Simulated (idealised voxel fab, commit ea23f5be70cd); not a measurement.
Name of the process module below: voxel self aligned vias
The cross-section on display is named cut; it measures 280 nm wide, and its cells are 5 nm squares.
The cross-sections in this document take the form of a grid made of square cells. They are written out as bands, in order from top to bottom. Each band consists of one or more rows of cells. Band: top height; bottom height; in nm. Then, left to right: material with width in nm, for each material. "throughout": a single material spanning edge to edge. "blank": empty space. All heights in this document are referenced to 0, defined as the level beneath which the wafer, as received, consists entirely of one material. The lowest band is not bounded below; it extends indefinitely downward and is written in the form "top 0, no bottom". Width: "30 to 40" (first number = top row, second number = bottom row, same change from row to row of cells). Step note "no modifications" = no cross-section cell changed. The entry "Enclosed internal cavities" lists the empty spaces that cover at least 8 cells and have no open path to the top. Each is written as width x height at distance, where the distance is measured from the left edge and all three values are in nm. after a step's settings: what the simulator itself notes on the step. "overlay nm" on a masked step: distance the mask lay right of its planned place, negative for left.
These are the steps we planned for the process
1) op RECEIVE | material Si
2) op CONFORMAL_DEP | material SiO2 | thk nm 15
3) op CONFORMAL_DEP | material SiCN | thk nm 5
4) op DIRECTIONAL_DEP | material SiO2 | thk nm 30
5) op MASKED_ETCH | tone open | mask id LINES | width nm 30 | pitch nm 65 | etch materials SiO2 | depth nm 30 | overlay nm 0
6) op CONFORMAL_DEP | material TiN | thk nm 5
7) op FILL_DEP | material Ru | thk nm 5
8) op CMP | height nm 50
9) op SELECTIVE_ETCH | etch materials W Ru TiN | depth nm 5
10) op FILL_DEP | material SiN | thk nm 5
11) op CMP | height nm 50
12) op DIRECTIONAL_DEP | material SiO2 | thk nm 15
13) op MASKED_ETCH | tone open | mask id VIAS | width nm 40 | pitch nm 130 | etch materials SiO2 | depth nm 15 | overlay nm 0
14) op MASKED_ETCH | tone open | mask id VIAS | width nm 40 | pitch nm 130 | etch materials SiN | depth nm 5 | overlay nm 0
15) op CONFORMAL_DEP | material TiN | thk nm 5
16) op FILL_DEP | material Ru | thk nm 5
17) op CMP | height nm 65
18) op CONFORMAL_DEP | material SiN | thk nm 5
Wafer at receipt (post step 1), cross-section
- top 0, no bottom  Si throughout
- Enclosed internal cavities: none
Wafer cross-section at end of module: start and plan as shown above, one execution error
- top 70, bottom 65  SiN throughout
- top 65, bottom 50  SiO2 60 nm, then TiN 5 nm, then Ru 20 nm, then TiN 5 nm, then SiO2 100 nm, then TiN 5 nm, then Ru 20 nm, then TiN 5 nm, then SiO2 60 nm
- top 50, bottom 45  SiO2 60 nm, then TiN 30 nm, then SiO2 35 nm, then SiN 30 nm, then SiO2 35 nm, then TiN 30 nm, then SiO2 60 nm
- top 45, bottom 25  SiO2 60 nm, then TiN 5 nm, then Ru 20 nm, then TiN 5 nm, then SiO2 35 nm, then TiN 5 nm, then Ru 20 nm, then TiN 5 nm, then SiO2 35 nm, then TiN 5 nm, then Ru 20 nm, then TiN 5 nm, then SiO2 60 nm
- top 25, bottom 20  SiO2 60 nm, then TiN 30 nm, then SiO2 35 nm, then TiN 30 nm, then SiO2 35 nm, then TiN 30 nm, then SiO2 60 nm
- top 20, bottom 15  SiCN throughout
- top 15, bottom 0  SiO2 throughout
- top 0, no bottom  Si throughout
- Enclosed internal cavities: none
What was done differently from what was planned? step 13 went in with a setting other than planned; the actual run was op MASKED_ETCH | tone open | mask id VIAS | width nm 30 | pitch nm 130 | etch materials SiO2 | depth nm 15 | overlay nm 0
